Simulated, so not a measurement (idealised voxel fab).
Herein follows the process module entitled voxel self aligned vias.
Displayed cross-section: cut, width of 235 nm, square cells sized 5 nm.
A cross-section in this document is a grid of square cells, and it is written down as bands, the top band listed before the ones below it; a band is made up of one or more rows of cells.
The band entry comprises the height of the band's top followed by the height of its bottom, expressed in nm, and subsequently the band's materials from left to right, each stated together with its width in nm. Where a single material is marked with the word "full width", that material fills the band from edge to edge. The word "air" represents empty space.
The level at which height equals 0 is the one under which the wafer, as it arrives, is entirely one material. No lower edge exists for the bottom band, which continues downward and is notated as in "0..down".
A width such as "30..40" changes by the same amount from each row of cells to the next, from the band's top row to its bottom row.
Step note "nothing changed" = no cross-section cell changed.
"Completely enclosed voids" lists enclosed empty spaces (at least 8 cells, no open path upward to the top), each as width x height at distance from the left edge, in nm.
Heads up: the bit after the settings on a step's line is the simulator's remark on that step.
overlay nm, on a step with a mask: how far to the right of its planned place the mask lay; to the left if negative

Process steps foreseen in the plan
- 1: op RECEIVE | material Si
- 2: op CONFORMAL_DEP | material SiO2 | thk nm 10
- 3: op CONFORMAL_DEP | material SiCN | thk nm 5
- 4: op DIRECTIONAL_DEP | material SiO2 | thk nm 20
- 5: op MASKED_ETCH | tone open | mask id LINES | width nm 25 | pitch nm 70 | etch materials SiO2 | depth nm 20 | overlay nm 0
- 6: op CONFORMAL_DEP | material TiN | thk nm 5
- 7: op FILL_DEP | material W | thk nm 10
- 8: op CMP | height nm 35
- 9: op SELECTIVE_ETCH | etch materials W Ru TiN | depth nm 5
- 10: op FILL_DEP | material SiN | thk nm 5
- 11: op CMP | height nm 35
- 12: op DIRECTIONAL_DEP | material SiO2 | thk nm 15
- 13: op MASKED_ETCH | tone open | mask id VIAS | width nm 45 | pitch nm 70 | etch materials SiO2 | depth nm 15 | overlay nm 0
- 14: op MASKED_ETCH | tone open | mask id VIAS | width nm 45 | pitch nm 70 | etch materials SiN | depth nm 5 | overlay nm 0
- 15: op CONFORMAL_DEP | material TiN | thk nm 5
- 16: op FILL_DEP | material W | thk nm 10
- 17: op CMP | height nm 50
- 18: op CONFORMAL_DEP | material SiN | thk nm 5

Step 1 complete: cross-section of the wafer as received
* 0..down = Si full width
* Completely enclosed voids: none

Cross-section, first of two wafers, end of module, run as planned
* 55..50 = SiN full width
* 50..40 = 60 nm SiO2, then 5 nm TiN, then 35 nm W, then 5 nm TiN, then 25 nm SiO2, then 5 nm TiN, then 35 nm W, then 5 nm TiN, then 60 nm SiO2
* 40..35 = 60 nm SiO2, then 15 nm TiN, then 15 nm W, then 15 nm TiN, then 25 nm SiO2, then 15 nm TiN, then 15 nm W, then 15 nm TiN, then 60 nm SiO2
* 35..30 = 70 nm SiO2, then 25 nm TiN, then 45 nm SiO2, then 25 nm TiN, then 70 nm SiO2
* 30..20 = 70 nm SiO2, then 5 nm TiN, then 15 nm W, then 5 nm TiN, then 45 nm SiO2, then 5 nm TiN, then 15 nm W, then 5 nm TiN, then 70 nm SiO2
* 20..15 = 70 nm SiO2, then 25 nm TiN, then 45 nm SiO2, then 25 nm TiN, then 70 nm SiO2
* 15..10 = SiCN full width
* 10..0 = SiO2 full width
* 0..down = Si full width
* Completely enclosed voids: none

Cross-sectional view of the second of two wafers upon completion of the module. This wafer shared its starting condition and process plan with the first; one error was made during its execution
* 55..50 = SiN full width
* 50..35 = 60 nm SiO2, then 5 nm TiN, then 35 nm W, then 5 nm TiN, then 25 nm SiO2, then 5 nm TiN, then 35 nm W, then 5 nm TiN, then 60 nm SiO2
* 35..30 = 60 nm SiN, then 45 nm TiN, then 25 nm SiN, then 45 nm TiN, then 60 nm SiN
* 30..20 = 70 nm SiO2, then 5 nm TiN, then 15 nm W, then 5 nm TiN, then 45 nm SiO2, then 5 nm TiN, then 15 nm W, then 5 nm TiN, then 70 nm SiO2
* 20..15 = 70 nm SiO2, then 25 nm TiN, then 45 nm SiO2, then 25 nm TiN, then 70 nm SiO2
* 15..10 = SiCN full width
* 10..0 = SiO2 full width
* 0..down = Si full width
* Completely enclosed voids: none
What was done differently from what was planned? off-plan run, step 4, actual operation and settings op DIRECTIONAL_DEP | material SiO2 | thk nm 15
Final cells, second wafer relative to first, materials higher or lower: SiN: 29 more | SiO2: 37 fewer | W: 8 more
